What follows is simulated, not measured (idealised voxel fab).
process module | voxel quadruple lines
cross-section cut | 145 nm wide | cells 5 nm
A cross-section is a grid of square cells, given in bands from the top down. A band is one or more rows of cells.
Each band's line starts with the height of the band's top and of its bottom, in nm. Then come its materials from left to right, each with its width in nm. One material with "throughout" fills the band from edge to edge. "air" is empty space.
Height 0 is the level under which the wafer as received is all one material. The lowest band goes on downwards, as in "0 down".
A width such as "30 to 40" changes by the same amount from each row of cells to the next, from the band's top row to its bottom row.
"no change" after a step means that no cell of the cross-section changed.
closed voids: empty space of 8 cells or more with no open way to the top, each as width x height at its distance from the left edge, in nm
after a step's settings: what the simulator itself notes on the step
overlay nm, on a step with a mask: how far to the right of its planned place the mask lay; to the left if negative
plan
1 op RECEIVE | material Si
2 op CONFORMAL_DEP | material SiO2 | thk nm 10
3 op DIRECTIONAL_DEP | material W | thk nm 10
4 op DIRECTIONAL_DEP | material polySi | thk nm 20
5 op DIRECTIONAL_DEP | material aC | thk nm 20
6 op PATTERN | tone cover | mask id MANDREL | material resist | width nm 20 | thk nm 25 | overlay nm 0
7 op DIRECTIONAL_ETCH | etch materials aC | depth nm 20
8 op STRIP | etch materials resist
9 op CONFORMAL_DEP | material SiO2 | thk nm 10
10 op DIRECTIONAL_ETCH | etch materials SiO2 | depth nm 10
11 op STRIP | etch materials aC
12 op DIRECTIONAL_ETCH | etch materials polySi | depth nm 20
13 op STRIP | etch materials SiO2
14 op CONFORMAL_DEP | material SiCN | thk nm 5
15 op DIRECTIONAL_ETCH | etch materials SiCN | depth nm 5
16 op STRIP | etch materials polySi
17 op DIRECTIONAL_ETCH | etch materials W | depth nm 10
18 op STRIP | etch materials SiCN
as received, after step 1
  0 down: Si throughout
  closed voids: none
a wafer at the end: this start, this plan, one mistake
  10 to 0: air 45 | W 5 | air 10 | W 5 | air 10 | W 5 | air 10 | W 5 | air 50
  0 down: Si throughout
  closed voids: none
what went wrong: step 2 was left out
